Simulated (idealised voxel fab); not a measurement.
This is a process module. Its name is voxel self aligned vias.
Section cut is 215 nm wide and gridded with 5 nm square cells.
For the purposes of this document, a cross-section shall be understood as a grid of square cells, specified as bands listed in top-to-bottom order, each band consisting of one or more rows of cells.
Each band's line starts with the height of the band's top and of its bottom, in nm. Then come its materials from left to right, each with its width in nm. One material with "full width" fills the band from edge to edge. "empty" is empty space.
The reference from which all heights are counted is 0, the level beneath which the as-received wafer is entirely one material; the lowest band, having no lower bound, proceeds downward and is written after the example "0 and below".
A width given as "30->40" starts at the first number in the band's top row and ends at the second number in its bottom row, shifting by an equal amount at every step from row to row.
"left unchanged" -> step changed no cross-section cell.
"Unvented cavities" lists enclosed empty spaces (at least 8 cells, no open path upward to the top), each as width x height at distance from the left edge, in nm.
after a step's settings: what the simulator itself notes on the step
If you see "overlay nm" on a step's line and that step has a mask, it's telling you how far right of where it was planned the mask ended up; a negative number means it went left instead.
### The following list gives the planned process steps
- 1: RECEIVE: material Si
- 2: CONFORMAL_DEP: material SiO2, thk nm 10
- 3: CONFORMAL_DEP: material SiCN, thk nm 5
- 4: DIRECTIONAL_DEP: material lowk, thk nm 20
- 5: MASKED_ETCH: tone open, mask id LINES, width nm 30, pitch nm 60, etch materials lowk, depth nm 20, overlay nm 0
- 6: CONFORMAL_DEP: material TiN, thk nm 5
- 7: FILL_DEP: material W, thk nm 5
- 8: CMP: height nm 35
- 9: SELECTIVE_ETCH: etch materials W Ru TiN, depth nm 10
- 10: FILL_DEP: material SiN, thk nm 10
- 11: CMP: height nm 35
- 12: DIRECTIONAL_DEP: material lowk, thk nm 20
- 13: PATTERN: tone open, mask id VIAS, material resist, width nm 40, pitch nm 60, thk nm 15, overlay nm 0
- 14: DIRECTIONAL_ETCH: etch materials lowk, depth nm 20
- 15: DIRECTIONAL_ETCH: etch materials SiN, depth nm 10
- 16: STRIP: etch materials resist
- 17: CONFORMAL_DEP: material TiN, thk nm 5
- 18: FILL_DEP: material Cu, thk nm 10
- 19: CMP: height nm 55
- 20: CONFORMAL_DEP: material SiCN, thk nm 5
### First of two wafers, with the run carried out as planned
### Received-state cross-section, reflecting completion of step 1
- 0 and below | Si full width
- Unvented cavities: none
### Cross-section: wafer state after step 2
- 10 down to 0 | SiO2 full width
- Rest of section, below 0: as before.
### Cross-section: wafer state after step 3
- 15 down to 10 | SiCN full width
- Rest of section, below 10: as before.
### Cross-section: wafer state after step 4
- 35 down to 15 | lowk full width
- Rest of section, below 15: as before.
### Cross-section: wafer state after step 5
- 35 down to 15 | 30 of lowk, 30 of empty, 30 of lowk, 30 of empty, 30 of lowk, 30 of empty, 35 of lowk
- Rest of section, below 15: as before.
### Cross-section: wafer state after step 6
- 40 down to 35 | 35 of TiN, 20 of empty, 40 of TiN, 20 of empty, 40 of TiN, 20 of empty, 40 of TiN
- 35 down to 20 | 30 of lowk, 5 of TiN, 20 of empty, 5 of TiN, 30 of lowk, 5 of TiN, 20 of empty, 5 of TiN, 30 of lowk, 5 of TiN, 20 of empty, 5 of TiN, 35 of lowk
- 20 down to 15 | 30 of lowk, 30 of TiN, 30 of lowk, 30 of TiN, 30 of lowk, 30 of TiN, 35 of lowk
- Rest of section, below 15: as before.
### Cross-section: wafer state after step 7
- 45 down to 40 | W full width
- 40 down to 35 | 35 of TiN, 20 of W, 40 of TiN, 20 of W, 40 of TiN, 20 of W, 40 of TiN
- 35 down to 20 | 30 of lowk, 5 of TiN, 20 of W, 5 of TiN, 30 of lowk, 5 of TiN, 20 of W, 5 of TiN, 30 of lowk, 5 of TiN, 20 of W, 5 of TiN, 35 of lowk
- Rest of section, below 20: as before.
### Cross-section: wafer state after step 8
- 35 down to 20 | 30 of lowk, 5 of TiN, 20 of W, 5 of TiN, 30 of lowk, 5 of TiN, 20 of W, 5 of TiN, 30 of lowk, 5 of TiN, 20 of W, 5 of TiN, 35 of lowk
- Rest of section, below 20: as before.
### Cross-section: wafer state after step 9
- 35 down to 25 | 30 of lowk, 30 of empty, 30 of lowk, 30 of empty, 30 of lowk, 30 of empty, 35 of lowk
- Rest of section, below 25: as before.
### Cross-section: wafer state after step 10
- 45 down to 35 | SiN full width
- 35 down to 25 | 30 of lowk, 30 of SiN, 30 of lowk, 30 of SiN, 30 of lowk, 30 of SiN, 35 of lowk
- Rest of section, below 25: as before.
### Cross-section: wafer state after step 11
- 35 down to 25 | 30 of lowk, 30 of SiN, 30 of lowk, 30 of SiN, 30 of lowk, 30 of SiN, 35 of lowk
- Rest of section, below 25: as before.
### Cross-section: wafer state after step 12
- 55 down to 35 | lowk full width
- Rest of section, below 35: as before.
### Cross-section: wafer state after step 13
- 70 down to 55 | 25 of resist, 40 of empty, 20 of resist, 40 of empty, 20 of resist, 40 of empty, 30 of resist
- Rest of section, below 55: as before.
### Cross-section: wafer state after step 14
- 70 down to 55 | 25 of resist, 40 of empty, 20 of resist, 40 of empty, 20 of resist, 40 of empty, 30 of resist
- 55 down to 35 | 25 of lowk, 40 of empty, 20 of lowk, 40 of empty, 20 of lowk, 40 of empty, 30 of lowk
- Rest of section, below 35: as before.
### Cross-section: wafer state after step 15
- 70 down to 55 | 25 of resist, 40 of empty, 20 of resist, 40 of empty, 20 of resist, 40 of empty, 30 of resist
- 55 down to 35 | 25 of lowk, 40 of empty, 20 of lowk, 40 of empty, 20 of lowk, 40 of empty, 30 of lowk
- 35 down to 25 | 30 of lowk, 30 of empty, 30 of lowk, 30 of empty, 30 of lowk, 30 of empty, 35 of lowk
- Rest of section, below 25: as before.
### Cross-section: wafer state after step 16
- 55 down to 35 | 25 of lowk, 40 of empty, 20 of lowk, 40 of empty, 20 of lowk, 40 of empty, 30 of lowk
- Rest of section, below 35: as before.
### Cross-section: wafer state after step 17
- 60 down to 55 | 30 of TiN, 30 of empty, 30 of TiN, 30 of empty, 30 of TiN, 30 of empty, 35 of TiN
- 55 down to 40 | 25 of lowk, 5 of TiN, 30 of empty, 5 of TiN, 20 of lowk, 5 of TiN, 30 of empty, 5 of TiN, 20 of lowk, 5 of TiN, 30 of empty, 5 of TiN, 30 of lowk
- 40 down to 30 | 25->30 of lowk, 10->5 of TiN, 20 of empty, 10->5 of TiN, 20->30 of lowk, 10->5 of TiN, 20 of empty, 10->5 of TiN, 20->30 of lowk, 10->5 of TiN, 20 of empty, 10->5 of TiN, 30->35 of lowk
- 30 down to 25 | 30 of lowk, 30 of TiN, 30 of lowk, 30 of TiN, 30 of lowk, 30 of TiN, 35 of lowk
- Rest of section, below 25: as before.
### Cross-section: wafer state after step 18
- 70 down to 60 | Cu full width
- 60 down to 55 | 30 of TiN, 30 of Cu, 30 of TiN, 30 of Cu, 30 of TiN, 30 of Cu, 35 of TiN
- 55 down to 40 | 25 of lowk, 5 of TiN, 30 of Cu, 5 of TiN, 20 of lowk, 5 of TiN, 30 of Cu, 5 of TiN, 20 of lowk, 5 of TiN, 30 of Cu, 5 of TiN, 30 of lowk
- 40 down to 30 | 25->30 of lowk, 10->5 of TiN, 20 of Cu, 10->5 of TiN, 20->30 of lowk, 10->5 of TiN, 20 of Cu, 10->5 of TiN, 20->30 of lowk, 10->5 of TiN, 20 of Cu, 10->5 of TiN, 30->35 of lowk
- Rest of section, below 30: as before.
### Cross-section: wafer state after step 19
- 55 down to 40 | 25 of lowk, 5 of TiN, 30 of Cu, 5 of TiN, 20 of lowk, 5 of TiN, 30 of Cu, 5 of TiN, 20 of lowk, 5 of TiN, 30 of Cu, 5 of TiN, 30 of lowk
- Rest of section, below 40: as before.
### Cross-section: wafer state after step 20
- 60 down to 55 | SiCN full width
- Rest of section, below 55: as before.
### For the second wafer, take the first wafer's start and plan, then add one mistake made in running it; everything through step 2, that step included, is shared with the first
Second wafer, cross-section, planned end of step 3: left unchanged
### Second wafer, cross-section, planned end of step 4
- 30 down to 10 | lowk full width
- Rest of section, below 10: as before.
### Second wafer, cross-section, planned end of step 5
- 30 down to 10 | 30 of lowk, 30 of empty, 30 of lowk, 30 of empty, 30 of lowk, 30 of empty, 35 of lowk
- Rest of section, below 10: as before.
### Second wafer, cross-section, planned end of step 6
- 35 down to 30 | 35 of TiN, 20 of empty, 40 of TiN, 20 of empty, 40 of TiN, 20 of empty, 40 of TiN
- 30 down to 15 | 30 of lowk, 5 of TiN, 20 of empty, 5 of TiN, 30 of lowk, 5 of TiN, 20 of empty, 5 of TiN, 30 of lowk, 5 of TiN, 20 of empty, 5 of TiN, 35 of lowk
- 15 down to 10 | 30 of lowk, 30 of TiN, 30 of lowk, 30 of TiN, 30 of lowk, 30 of TiN, 35 of lowk
- Rest of section, below 10: as before.
### Second wafer, cross-section, planned end of step 7
- 40 down to 35 | W full width
- 35 down to 30 | 35 of TiN, 20 of W, 40 of TiN, 20 of W, 40 of TiN, 20 of W, 40 of TiN
- 30 down to 15 | 30 of lowk, 5 of TiN, 20 of W, 5 of TiN, 30 of lowk, 5 of TiN, 20 of W, 5 of TiN, 30 of lowk, 5 of TiN, 20 of W, 5 of TiN, 35 of lowk
- Rest of section, below 15: as before.
### Second wafer, cross-section, planned end of step 8
- 35 down to 30 | 35 of TiN, 20 of W, 40 of TiN, 20 of W, 40 of TiN, 20 of W, 40 of TiN
- Rest of section, below 30: as before.
### Second wafer, cross-section, planned end of step 9
- 30 down to 25 | 30 of lowk, 30 of empty, 30 of lowk, 30 of empty, 30 of lowk, 30 of empty, 35 of lowk
- Rest of section, below 25: as before.
### Second wafer, cross-section, planned end of step 10
- 40 down to 30 | SiN full width
- 30 down to 25 | 30 of lowk, 30 of SiN, 30 of lowk, 30 of SiN, 30 of lowk, 30 of SiN, 35 of lowk
- Rest of section, below 25: as before.
### Second wafer, cross-section, planned end of step 11
- 35 down to 30 | SiN full width
- Rest of section, below 30: as before.
### Second wafer, cross-section, planned end of step 12
- 55 down to 35 | lowk full width
- Rest of section, below 35: as before.
### Second wafer, cross-section, planned end of step 13
- 70 down to 55 | 25 of resist, 40 of empty, 20 of resist, 40 of empty, 20 of resist, 40 of empty, 30 of resist
- Rest of section, below 55: as before.
### Second wafer, cross-section, planned end of step 14
- 70 down to 55 | 25 of resist, 40 of empty, 20 of resist, 40 of empty, 20 of resist, 40 of empty, 30 of resist
- 55 down to 35 | 25 of lowk, 40 of empty, 20 of lowk, 40 of empty, 20 of lowk, 40 of empty, 30 of lowk
- Rest of section, below 35: as before.
### Second wafer, cross-section, planned end of step 15
- 70 down to 55 | 25 of resist, 40 of empty, 20 of resist, 40 of empty, 20 of resist, 40 of empty, 30 of resist
- 55 down to 35 | 25 of lowk, 40 of empty, 20 of lowk, 40 of empty, 20 of lowk, 40 of empty, 30 of lowk
- 35 down to 30 | 25 of SiN, 40 of empty, 20 of SiN, 40 of empty, 20 of SiN, 40 of empty, 30 of SiN
- 30 down to 25 | 30 of lowk, 30 of empty, 30 of lowk, 30 of empty, 30 of lowk, 30 of empty, 35 of lowk
- Rest of section, below 25: as before.
### Second wafer, cross-section, planned end of step 16
- 55 down to 35 | 25 of lowk, 40 of empty, 20 of lowk, 40 of empty, 20 of lowk, 40 of empty, 30 of lowk
- Rest of section, below 35: as before.
### Second wafer, cross-section, planned end of step 17
- 60 down to 55 | 30 of TiN, 30 of empty, 30 of TiN, 30 of empty, 30 of TiN, 30 of empty, 35 of TiN
- 55 down to 35 | 25 of lowk, 5 of TiN, 30 of empty, 5 of TiN, 20 of lowk, 5 of TiN, 30 of empty, 5 of TiN, 20 of lowk, 5 of TiN, 30 of empty, 5 of TiN, 30 of lowk
- 35 down to 30 | 25 of SiN, 10 of TiN, 20 of empty, 10 of TiN, 20 of SiN, 10 of TiN, 20 of empty, 10 of TiN, 20 of SiN, 10 of TiN, 20 of empty, 10 of TiN, 30 of SiN
- 30 down to 25 | 30 of lowk, 30 of TiN, 30 of lowk, 30 of TiN, 30 of lowk, 30 of TiN, 35 of lowk
- Rest of section, below 25: as before.
### Second wafer, cross-section, planned end of step 18
- 70 down to 60 | Cu full width
- 60 down to 55 | 30 of TiN, 30 of Cu, 30 of TiN, 30 of Cu, 30 of TiN, 30 of Cu, 35 of TiN
- 55 down to 35 | 25 of lowk, 5 of TiN, 30 of Cu, 5 of TiN, 20 of lowk, 5 of TiN, 30 of Cu, 5 of TiN, 20 of lowk, 5 of TiN, 30 of Cu, 5 of TiN, 30 of lowk
- 35 down to 30 | 25 of SiN, 10 of TiN, 20 of Cu, 10 of TiN, 20 of SiN, 10 of TiN, 20 of Cu, 10 of TiN, 20 of SiN, 10 of TiN, 20 of Cu, 10 of TiN, 30 of SiN
- Rest of section, below 30: as before.
### Second wafer, cross-section, planned end of step 19
- 55 down to 35 | 25 of lowk, 5 of TiN, 30 of Cu, 5 of TiN, 20 of lowk, 5 of TiN, 30 of Cu, 5 of TiN, 20 of lowk, 5 of TiN, 30 of Cu, 5 of TiN, 30 of lowk
- Rest of section, below 35: as before.
### Second wafer, cross-section, planned end of step 20
- 60 down to 55 | SiCN full width
- Rest of section, below 55: as before.
Nonconformance to the process plan: the plan's step 3 was left out and never carried out
Per the end-of-run cell counts, the second wafer holds more or fewer of some materials than the first: Cu: 6 more | SiCN: 43 fewer | SiN: 19 more | TiN: 6 more | W: 12 more
